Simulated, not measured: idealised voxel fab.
This is a process module. Its name is voxel fin reveal.
Cross-section cut: width 205 nm, square cells of 5 nm.
A cross-section in this document is a grid of square cells, and it is written down as bands, the top band listed before the ones below it; a band is made up of one or more rows of cells. A band entry consists of two parts. The first gives the height of the band's top and the height of its bottom, in nm. The rest lists the band's materials from left to right, each with its width in nm. A single material labelled with the word "everywhere" fills the band from edge to edge, and the word "empty" marks empty space. Counting heights begins at 0, where everything beneath is, in the wafer as received, one material. The lowest band has no bottom; it goes on downwards, as "from 0 down" shows. Per-row width for "30 to 40": begins at first number (top row of band), ends at second number (bottom row), increment between rows held constant. When a step is marked "no change occurred", none of the cells in the cross-section changed during that step. Reported under the label "Closed empty spaces" are the empty spaces having no open way to the top and comprising 8 cells or more; the notation for each is width x height at distance, in which the distance is measured from the left edge and all three values are in nm. Past the settings on a step's line: simulator remark, on that step. If you see "overlay nm" on a step's line and that step has a mask, it's telling you how far right of where it was planned the mask ended up; a negative number means it went left instead.

Listed below are the process steps as planned:
- 1: RECEIVE [material Si]
- 2: CONFORMAL_DEP [material SiN] [thk nm 5]
- 3: DIRECTIONAL_DEP [material aC] [thk nm 10]
- 4: PATTERN [tone cover] [mask id FINS] [material resist] [width nm 15] [pitch nm 40] [thk nm 25] [overlay nm 0]
- 5: DIRECTIONAL_ETCH [etch materials aC] [depth nm 10]
- 6: STRIP [etch materials resist]
- 7: DIRECTIONAL_ETCH [etch materials SiN] [depth nm 5]
- 8: DIRECTIONAL_ETCH [etch materials Si] [depth nm 35]
- 9: STRIP [etch materials aC]
- 10: OXIDIZE [depth nm 5]
- 11: FILL_DEP [material SiO2] [thk nm 5]
- 12: CMP [height nm 5]
- 13: SELECTIVE_ETCH [etch materials SiO2] [depth nm 15]
- 14: STRIP [etch materials SiN]
- 15: CONFORMAL_DEP [material SiO2] [thk nm 5]

The cross-section here shows the wafer as received, i.e. in its state after step 1:
* from 0 down  Si everywhere
* Closed empty spaces: none

Result of the module, cross-sectioned: start per above, plan per above, one error in how it was run:
* from 5 to 0  empty: 35 | SiO2: 20 | empty: 20 | SiO2: 20 | empty: 20 | SiO2: 20 | empty: 20 | SiO2: 20 | empty: 30
* from 0 to -5  empty: 35 | SiO2: 5 | Si: 10 | SiO2: 5 | empty: 20 | SiO2: 5 | Si: 10 | SiO2: 5 | empty: 20 | SiO2: 5 | Si: 10 | SiO2: 5 | empty: 20 | SiO2: 5 | Si: 10 | SiO2: 5 | empty: 30
* from -5 to -40  SiO2: 40 | Si: 10 | SiO2: 30 | Si: 10 | SiO2: 30 | Si: 10 | SiO2: 30 | Si: 10 | SiO2: 35
* from -40 down  Si everywhere
* Closed empty spaces: none
Deviation noted in wafer processing: off-plan run, step 4, actual operation and settings PATTERN [tone cover] [mask id FINS] [material resist] [width nm 20] [pitch nm 40] [thk nm 25] [overlay nm 0]
